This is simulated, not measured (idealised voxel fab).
process module | voxel self aligned contacts
cross-section cut | 160 nm wide | cells 5 nm
A cross-section is a grid of square cells, given in bands from the top down. A band is one or more rows of cells.
Each band's line starts with the height of the band's top and of its bottom, in nm. Then come its materials from left to right, each with its width in nm. One material with "throughout" fills the band from edge to edge. "air" is empty space.
Height 0 is the level under which the wafer as received is all one material. The lowest band goes on downwards, as in "0 down".
A width such as "30 to 40" changes by the same amount from each row of cells to the next, from the band's top row to its bottom row.
"no change" after a step means that no cell of the cross-section changed.
closed voids: empty space of 8 cells or more with no open way to the top, each as width x height at its distance from the left edge, in nm
after a step's settings: what the simulator itself notes on the step
overlay nm, on a step with a mask: how far to the right of its planned place the mask lay; to the left if negative
plan
1 op RECEIVE | material Si
2 op OXIDIZE | depth nm 5
3 op DIRECTIONAL_DEP | material polySi | thk nm 25
4 op DIRECTIONAL_DEP | material SiN | thk nm 20
5 op DIRECTIONAL_DEP | material aC | thk nm 10
6 op PATTERN | tone cover | mask id GATE | material resist | width nm 30 | pitch nm 75 | thk nm 25 | overlay nm 0
7 op DIRECTIONAL_ETCH | etch materials aC | depth nm 10
8 op STRIP | etch materials resist
9 op DIRECTIONAL_ETCH | etch materials SiN | depth nm 20
10 op DIRECTIONAL_ETCH | etch materials polySi | depth nm 25
11 op STRIP | etch materials aC
12 op CONFORMAL_DEP | material SiN | thk nm 10
13 op DIRECTIONAL_ETCH | etch materials SiN | depth nm 10
14 op FILL_DEP | material SiO2 | thk nm 15
15 op CMP | height nm 50
16 op DIRECTIONAL_DEP | material aC | thk nm 15
17 op PATTERN | tone open | mask id CONTACT | material resist | width nm 55 | thk nm 35 | overlay nm 0
18 op DIRECTIONAL_ETCH | etch materials aC | depth nm 15
19 op STRIP | etch materials resist
20 op DIRECTIONAL_ETCH | etch materials SiO2 | depth nm 55
21 op STRIP | etch materials aC
22 op CONFORMAL_DEP | material TiN | thk nm 5
23 op FILL_DEP | material Ru | thk nm 10
24 op CMP | height nm 40
25 op CONFORMAL_DEP | material SiCN | thk nm 5
varied across the wafers: height nm of step 24. The plan shows the first wafer's value. All wafers start alike
first wafer as received, after step 1
  0 down: Si throughout
  closed voids: none
first wafer at the end, after step 25
  45 to 40: SiCN throughout
  40 to 25: SiO2 15 | SiN 50 | TiN 5 | Ru 15 | TiN 5 | SiN 50 | SiO2 20
  25 to 0: SiO2 15 | SiN 10 | polySi 30 | SiN 10 | TiN 5 | Ru 15 | TiN 5 | SiN 10 | polySi 30 | SiN 10 | SiO2 20
  0 to -5: SiO2 65 | TiN 25 | SiO2 70
  -5 down: Si throughout
  closed voids: none
last wafer at the end
  70 to 65: SiCN throughout
  65 to 55: Ru throughout
  55 to 50: TiN 55 | Ru 45 | TiN 60
  50 to 45: SiO2 50 | TiN 20 | Ru 15 | TiN 20 | SiO2 55
  45 to 25: SiO2 15 | SiN 50 | TiN 5 | Ru 15 | TiN 5 | SiN 50 | SiO2 20
  25 to 0: SiO2 15 | SiN 10 | polySi 30 | SiN 10 | TiN 5 | Ru 15 | TiN 5 | SiN 10 | polySi 30 | SiN 10 | SiO2 20
  0 to -5: SiO2 65 | TiN 25 | SiO2 70
  -5 down: Si throughout
  closed voids: none
each wafer at the end: cells of each material gained (+) or lost (-) since it was received, then its closed voids
height nm 40 | +24 Ru | -32 Si | +32 SiCN | +100 SiN | +83 SiO2 | +21 TiN | +60 polySi | closed voids: none
height nm 45 | +27 Ru | -32 Si | +32 SiCN | +120 SiN | +90 SiO2 | +23 TiN | +60 polySi | closed voids: none
height nm 50 | +30 Ru | -32 Si | +32 SiCN | +120 SiN | +111 SiO2 | +31 TiN | +60 polySi | closed voids: none
height nm 55 | +39 Ru | -32 Si | +32 SiCN | +120 SiN | +111 SiO2 | +54 TiN | +60 polySi | closed voids: none
height nm 60 | +71 Ru | -32 Si | +32 SiCN | +120 SiN | +111 SiO2 | +54 TiN | +60 polySi | closed voids: none
height nm 65 | +103 Ru | -32 Si | +32 SiCN | +120 SiN | +111 SiO2 | +54 TiN | +60 polySi | closed voids: none
